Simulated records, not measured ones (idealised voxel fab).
A process module follows: voxel transistor to metal.
The cross-section shown here is cut; it is 165 nm wide and divided into square cells measuring 5 nm on a side.
Cross-section format: a grid of square cells, given as bands from top to bottom; each band is one or more rows of cells. Look at the band entry: it leads with the top's height and the bottom's height in nm. Then it lists the materials left to right, with a width in nm for each. The word "full width" on a single material says that material fills the band edge to edge. The word "air" is empty space. Height reference: 0 = level under which incoming wafer is all one material. Lowest band: no bottom, runs on downward, e.g. "z 0 and below". A width such as "30..40" changes by the same amount from each row of cells to the next, from the band's top row to its bottom row. "nothing changed" -> step changed no cross-section cell. Enclosed voids (no open way to top), threshold 8 cells or more, entry "Trapped cavities", notation width x height at distance, distance from left edge, nm. Where a step's line continues beyond its settings, the continuation is a remark by the simulator itself on that step. A step line may carry the setting "overlay nm", which, for steps involving a mask, states the distance by which the mask lay to the right of its intended position; negative values denote displacement to the left.

## Process steps (planned)
1. RECEIVE,material Si
2. CONFORMAL_DEP,material SiO2,thk nm 5
3. CONFORMAL_DEP,material SiN,thk nm 15
4. MASKED_ETCH,tone cover,mask id ACTIVE,width nm 105,etch materials SiN,depth nm 15,overlay nm 0
5. MASKED_ETCH,tone cover,mask id ACTIVE,width nm 105,etch materials SiO2,depth nm 5,overlay nm 0
6. MASKED_ETCH,tone cover,mask id ACTIVE,width nm 105,etch materials Si,depth nm 25,overlay nm -15
7. FILL_DEP,material SiO2,thk nm 15
8. CMP,height nm 20
9. SELECTIVE_ETCH,etch materials SiO2,depth nm 10
10. STRIP,etch materials SiN
11. SELECTIVE_ETCH,etch materials SiO2,depth nm 5
12. OXIDIZE,depth nm 5
13. DIRECTIONAL_DEP,material polySi,thk nm 20
14. DIRECTIONAL_DEP,material SiCN,thk nm 15
15. DIRECTIONAL_DEP,material aC,thk nm 10
16. PATTERN,tone cover,mask id GATE,material resist,width nm 35,thk nm 25,overlay nm 0
17. DIRECTIONAL_ETCH,etch materials aC,depth nm 10
18. STRIP,etch materials resist
19. DIRECTIONAL_ETCH,etch materials SiCN,depth nm 25
20. DIRECTIONAL_ETCH,etch materials polySi,depth nm 30
21. STRIP,etch materials aC
22. CONFORMAL_DEP,material SiO2,thk nm 5
23. DIRECTIONAL_ETCH,etch materials SiO2,depth nm 5
24. CONFORMAL_DEP,material SiN,thk nm 10
25. DIRECTIONAL_ETCH,etch materials SiN,depth nm 10
26. DIRECTIONAL_ETCH,etch materials SiO2,depth nm 5
27. DIRECTIONAL_ETCH,etch materials Si,depth nm 5
28. EPI,material nSi,thk nm 10
29. FILL_DEP,material SiO2,thk nm 10
30. CMP,height nm 20
31. STRIP,etch materials polySi
32. SELECTIVE_ETCH,etch materials SiO2,depth nm 5
33. CONFORMAL_DEP,material HfO2,thk nm 5
34. CONFORMAL_DEP,material TiN,thk nm 5
35. FILL_DEP,material W,thk nm 10
36. CMP,height nm 15
37. DIRECTIONAL_DEP,material SiO2,thk nm 10
38. MASKED_ETCH,tone open,mask id CONTACT,width nm 15,pitch nm 80,etch materials SiO2,depth nm 20,overlay nm 0
39. CONFORMAL_DEP,material TiN,thk nm 5
40. FILL_DEP,material W,thk nm 5
41. CMP,height nm 25
42. CONFORMAL_DEP,material SiCN,thk nm 5
43. DIRECTIONAL_DEP,material SiO2,thk nm 20
44. DIRECTIONAL_DEP,material aC,thk nm 10
45. PATTERN,tone open,mask id METAL_1,material resist,width nm 15,pitch nm 80,thk nm 25,overlay nm 0
46. DIRECTIONAL_ETCH,etch materials aC,depth nm 10
47. STRIP,etch materials resist
48. DIRECTIONAL_ETCH,etch materials SiO2,depth nm 20
49. DIRECTIONAL_ETCH,etch materials SiCN,depth nm 5
50. STRIP,etch materials aC
51. CONFORMAL_DEP,material TiN,thk nm 5
52. FILL_DEP,material Cu,thk nm 10
53. CMP,height nm 50
54. CONFORMAL_DEP,material SiCN,thk nm 5
55. DIRECTIONAL_DEP,material lowk,thk nm 25
56. MASKED_ETCH,tone open,mask id METAL_2,width nm 15,pitch nm 80,etch materials lowk,depth nm 15,overlay nm 0
57. MASKED_ETCH,tone open,mask id METAL_2_HOLES,width nm 15,pitch nm 80,etch materials lowk,depth nm 10,overlay nm 0
58. MASKED_ETCH,tone open,mask id METAL_2_HOLES,width nm 15,pitch nm 80,etch materials SiCN,depth nm 5,overlay nm 0
59. CONFORMAL_DEP,material TiN,thk nm 5
60. FILL_DEP,material Ru,thk nm 5
61. CMP,height nm 80
62. CONFORMAL_DEP,material SiCN,thk nm 5
Across this set of wafers, the varied parameter is the overlay nm of step 6. Starting conditions are identical for every wafer, and the plan reports the value assigned to the first wafer.

## Received wafers, first of several: cross-section after step 1
	z 0 and below | Si full width
	Trapped cavities: none

## For your reference, the table is organized with a row per wafer; each row reflects the wafer at the end of the module, indicating for each material the cells gained (+) or lost (-) since receipt, and thereafter its closed voids
overlay nm -15; +8 Cu; +15 HfO2; +10 Ru; -73 Si; +87 SiCN; +16 SiN; +254 SiO2; +77 TiN; +16 W; +135 lowk; +16 nSi; Trapped cavities: none
overlay nm -10; +8 Cu; +15 HfO2; +10 Ru; -77 Si; +87 SiCN; +16 SiN; +262 SiO2; +77 TiN; +16 W; +135 lowk; +12 nSi; Trapped cavities: none
overlay nm -5; +8 Cu; +15 HfO2; +10 Ru; -81 Si; +87 SiCN; +16 SiN; +266 SiO2; +77 TiN; +16 W; +135 lowk; +12 nSi; Trapped cavities: none
overlay nm 0; +8 Cu; +15 HfO2; +10 Ru; -85 Si; +87 SiCN; +16 SiN; +270 SiO2; +77 TiN; +16 W; +135 lowk; +12 nSi; Trapped cavities: none
overlay nm 5; +8 Cu; +15 HfO2; +10 Ru; -81 Si; +87 SiCN; +16 SiN; +266 SiO2; +77 TiN; +16 W; +135 lowk; +12 nSi; Trapped cavities: none
overlay nm 10; +8 Cu; +15 HfO2; +10 Ru; -77 Si; +87 SiCN; +16 SiN; +262 SiO2; +77 TiN; +16 W; +135 lowk; +12 nSi; Trapped cavities: none
overlay nm 15; +8 Cu; +15 HfO2; +10 Ru; -73 Si; +87 SiCN; +16 SiN; +254 SiO2; +77 TiN; +16 W; +135 lowk; +16 nSi; Trapped cavities: none
